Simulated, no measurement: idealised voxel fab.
voxel released beams: a process module
Displayed cross-section: cut, width of 210 nm, square cells sized 5 nm.
A cross-section is a grid of square cells, given in bands from the top down. A band is one or more rows of cells.
The entry gives the band's vertical extent as a top height and a bottom height in nm, then its horizontal make-up as materials from left to right, each with a width in nm. "empty" stands for empty space; a single material marked "full width" fills the band edge to edge.
Below 0: as-received wafer, all one material; heights counted from there. Lowest band: no bottom, goes on down, written "0..down".
A width such as "30->40" changes by the same amount from each row of cells to the next, from the band's top row to its bottom row.
Given "stayed the same" for a step, no cell of the cross-section differs between before and after that step.
Under "Sealed internal voids" you'll find the enclosed gaps, the ones with no way out to the top, that are 8 cells or bigger; each reads width x height at distance, with distance counted from the left edge, everything in nm.
Post-settings text on a step line: simulator's own remark regarding the step.
overlay nm: right-of-plan distance of the mask on a masked step; negative values mean left-of-plan.
So the way this works: pairs, before and after one process step. The after picture only goes down to the lowest band that actually changed, nothing below. Step and its settings are under each pair. And watch out, pairs might come from different runs of this module, same starting wafer though, so a pair only follows on from the one above if its "Before the step" entry tells you so.

Before the step:
    0..down: Si full width
    Sealed internal voids: none

Step Result:
    10..0: Al2O3 full width
    No changes below 0.
    Sealed internal voids: none
To go from the before cross-section above to the after cross-section, apply CONFORMAL_DEP with material Al2O3, thk nm 10

Before the step: look at the pair above, its after cross-section is where this step starts.

Step Result:
    25..10: SiO2 full width
    No changes below 10.
    Sealed internal voids: none
To go from the before cross-section above to the after cross-section, apply DIRECTIONAL_DEP with material SiO2, thk nm 15

Before the step: look at the pair above, its after cross-section is where this step starts.

Step Result:
    25..10: SiO2: 45, then empty: 40, then SiO2: 125
    No changes below 10.
    Sealed internal voids: none
To go from the before cross-section above to the after cross-section, apply MASKED_ETCH with tone open, mask id ANCHOR, width nm 40, etch materials SiO2, depth nm 15, overlay nm 0

Before the step: look at the pair above, its after cross-section is where this step starts.

Step Result:
    40..25: SiN: 60, then empty: 10, then SiN: 140
    25..10: SiO2: 45, then SiN: 40, then SiO2: 125
    No changes below 10.
    Sealed internal voids: none
To go from the before cross-section above to the after cross-section, apply CONFORMAL_DEP with material SiN, thk nm 15

Before the step: look at the pair above, its after cross-section is where this step starts.

Step Result:
    40..25: empty: 40, then SiN: 20, then empty: 10, then SiN: 95, then empty: 45
    No changes below 25.
    Sealed internal voids: none
To go from the before cross-section above to the after cross-section, apply MASKED_ETCH with tone cover, mask id BEAM, width nm 125, etch materials SiN, depth nm 15, overlay nm 0

Before the step: look at the pair above, its after cross-section is where this step starts.

Step Result:
    40..25: empty: 40, then SiN: 20, then empty: 10, then SiN: 95, then empty: 45
    25..10: empty: 45, then SiN: 40, then empty: 125
    No changes below 10.
    Sealed internal voids: none
To go from the before cross-section above to the after cross-section, apply STRIP with etch materials SiO2

Before the step:
    10..0: Al2O3 full width
    0..down: Si full width
    Sealed internal voids: none

Step Result:
    25..10: SiN full width
    No changes below 10.
    Sealed internal voids: none
To go from the before cross-section above to the after cross-section, apply CONFORMAL_DEP with material SiN, thk nm 15

Before the step: look at the pair above, its after cross-section is where this step starts.

Step Result:
    25..10: empty: 40, then SiN: 125, then empty: 45
    No changes below 10.
    Sealed internal voids: none
To go from the before cross-section above to the after cross-section, apply MASKED_ETCH with tone cover, mask id BEAM, width nm 125, etch materials SiN, depth nm 15, overlay nm 0

Before the step:
    40..25: SiN: 60, then empty: 10, then SiN: 140
    25..10: SiO2: 45, then SiN: 40, then SiO2: 125
    10..0: Al2O3 full width
    0..down: Si full width
    Sealed internal voids: none

Step Result:
    55..25: SiN full width
    No changes below 25.
    Sealed internal voids: none
To go from the before cross-section above to the after cross-section, apply CONFORMAL_DEP with material SiN, thk nm 15

Before the step: look at the pair above, its after cross-section is where this step starts.

Step Result:
    55..40: empty: 40, then SiN: 125, then empty: 45
    No changes below 40.
    Sealed internal voids: none
To go from the before cross-section above to the after cross-section, apply MASKED_ETCH with tone cover, mask id BEAM, width nm 125, etch materials SiN, depth nm 15, overlay nm 0

Before the step:
    0..down: Si full width
    Sealed internal voids: none

Step Result:
    15..0: SiO2 full width
    No changes below 0.
    Sealed internal voids: none
To go from the before cross-section above to the after cross-section, apply DIRECTIONAL_DEP with material SiO2, thk nm 15

Before the step: look at the pair above, its after cross-section is where this step starts.

Step Result:
    25..15: Al2O3 full width
    No changes below 15.
    Sealed internal voids: none
To go from the before cross-section above to the after cross-section, apply CONFORMAL_DEP with material Al2O3, thk nm 10

Before the step: look at the pair above, its after cross-section is where this step starts.

Step Result:
    40..25: SiN full width
    No changes below 25.
    Sealed internal voids: none
To go from the before cross-section above to the after cross-section, apply CONFORMAL_DEP with material SiN, thk nm 15

Before the step: look at the pair above, its after cross-section is where this step starts.

Step Result:
    40..25: empty: 40, then SiN: 125, then empty: 45
    No changes below 25.
    Sealed internal voids: none
To go from the before cross-section above to the after cross-section, apply MASKED_ETCH with tone cover, mask id BEAM, width nm 125, etch materials SiN, depth nm 15, overlay nm 0

Before the step:
    25..10: SiO2: 45, then empty: 40, then SiO2: 125
    10..0: Al2O3 full width
    0..down: Si full width
    Sealed internal voids: none

Step Result:
    50..25: SiN full width
    25..10: SiO2: 45, then SiN: 40, then SiO2: 125
    No changes below 10.
    Sealed internal voids: none
To go from the before cross-section above to the after cross-section, apply CONFORMAL_DEP with material SiN, thk nm 25

Before the step: look at the pair above, its after cross-section is where this step starts.

Step Result:
    50..35: empty: 40, then SiN: 125, then empty: 45
    No changes below 35.
    Sealed internal voids: none
To go from the before cross-section above to the after cross-section, apply MASKED_ETCH with tone cover, mask id BEAM, width nm 125, etch materials SiN, depth nm 15, overlay nm 0

Before the step:
    25..10: SiO2 full width
    10..0: Al2O3 full width
    0..down: Si full width
    Sealed internal voids: none

Step Result:
    25..10: SiO2: 40, then empty: 50, then SiO2: 120
    No changes below 10.
    Sealed internal voids: none
To go from the before cross-section above to the after cross-section, apply MASKED_ETCH with tone open, mask id ANCHOR, width nm 50, etch materials SiO2, depth nm 15, overlay nm 0

Before the step: look at the pair above, its after cross-section is where this step starts.

Step Result:
    40..25: SiN: 55, then empty: 20, then SiN: 135
    25..10: SiO2: 40, then SiN: 50, then SiO2: 120
    No changes below 10.
    Sealed internal voids: none
To go from the before cross-section above to the after cross-section, apply CONFORMAL_DEP with material SiN, thk nm 15

Before the step: look at the pair above, its after cross-section is where this step starts.

Step Result:
    40..25: empty: 40, then SiN: 15, then empty: 20, then SiN: 90, then empty: 45
    No changes below 25.
    Sealed internal voids: none
To go from the before cross-section above to the after cross-section, apply MASKED_ETCH with tone cover, mask id BEAM, width nm 125, etch materials SiN, depth nm 15, overlay nm 0

Before the step: look at the pair above, its after cross-section is where this step starts.

Step Result:
    40..25: empty: 40, then SiN: 15, then empty: 20, then SiN: 90, then empty: 45
    25..10: empty: 40, then SiN: 50, then empty: 120
    No changes below 10.
    Sealed internal voids: none
To go from the before cross-section above to the after cross-section, apply STRIP with etch materials SiO2

Before the step:
    25..10: SiO2 full width
    10..0: Al2O3 full width
    0..down: Si full width
    Sealed internal voids: none

Step Result:
    25..10: SiO2: 55, then empty: 40, then SiO2: 115
    No changes below 10.
    Sealed internal voids: none
To go from the before cross-section above to the after cross-section, apply MASKED_ETCH with tone open, mask id ANCHOR, width nm 40, etch materials SiO2, depth nm 15, overlay nm 10

Before the step: look at the pair above, its after cross-section is where this step starts.

Step Result:
    40..25: SiN: 70, then empty: 10, then SiN: 130
    25..10: SiO2: 55, then SiN: 40, then SiO2: 115
    No changes below 10.
    Sealed internal voids: none
To go from the before cross-section above to the after cross-section, apply CONFORMAL_DEP with material SiN, thk nm 15

Before the step: look at the pair above, its after cross-section is where this step starts.

Step Result:
    40..25: empty: 40, then SiN: 30, then empty: 10, then SiN: 85, then empty: 45
    No changes below 25.
    Sealed internal voids: none
To go from the before cross-section above to the after cross-section, apply MASKED_ETCH with tone cover, mask id BEAM, width nm 125, etch materials SiN, depth nm 15, overlay nm 0

Before the step: look at the pair above, its after cross-section is where this step starts.

Step Result:
    40..25: empty: 40, then SiN: 30, then empty: 10, then SiN: 85, then empty: 45
    25..10: empty: 55, then SiN: 40, then empty: 115
    No changes below 10.
    Sealed internal voids: none
To go from the before cross-section above to the after cross-section, apply STRIP with etch materials SiO2

Before the step:
    10..0: Al2O3 full width
    0..down: Si full width
    Sealed internal voids: none

Step Result:
    25..10: SiN full width
    No changes below 10.
    Sealed internal voids: none
To go from the before cross-section above to the after cross-section, apply DIRECTIONAL_DEP with material SiN, thk nm 15

Before the step: look at the pair above, its after cross-section is where this step starts.

Step Result:
    40..10: SiN full width
    No changes below 10.
    Sealed internal voids: none
To go from the before cross-section above to the after cross-section, apply CONFORMAL_DEP with material SiN, thk nm 15

Before the step: look at the pair above, its after cross-section is where this step starts.

Step Result:
    40..25: empty: 40, then SiN: 125, then empty: 45
    No changes below 25.
    Sealed internal voids: none
To go from the before cross-section above to the after cross-section, apply MASKED_ETCH with tone cover, mask id BEAM, width nm 125, etch materials SiN, depth nm 15, overlay nm 0

Before the step:
    40..25: SiN: 60, then empty: 10, then SiN: 140
    25..10: SiO2: 45, then SiN: 40, then SiO2: 125
    10..0: Al2O3 full width
    0..down: Si full width
    Sealed internal voids: none

Step Result:
    40..25: SiN: 40, then empty: 125, then SiN: 45
    25..10: SiO2: 45, then SiN: 15, then empty: 10, then SiN: 15, then SiO2: 125
    No changes below 10.
    Sealed internal voids: none
To go from the before cross-section above to the after cross-section, apply MASKED_ETCH with tone open, mask id BEAM, width nm 125, etch materials SiN, depth nm 15, overlay nm 0

Before the step: look at the pair above, its after cross-section is where this step starts.

Step Result:
    25..10: empty: 45, then SiN: 15, then empty: 10, then SiN: 15, then empty: 125
    No changes below 10.
    Sealed internal voids: none
To go from the before cross-section above to the after cross-section, apply STRIP with etch materials SiO2
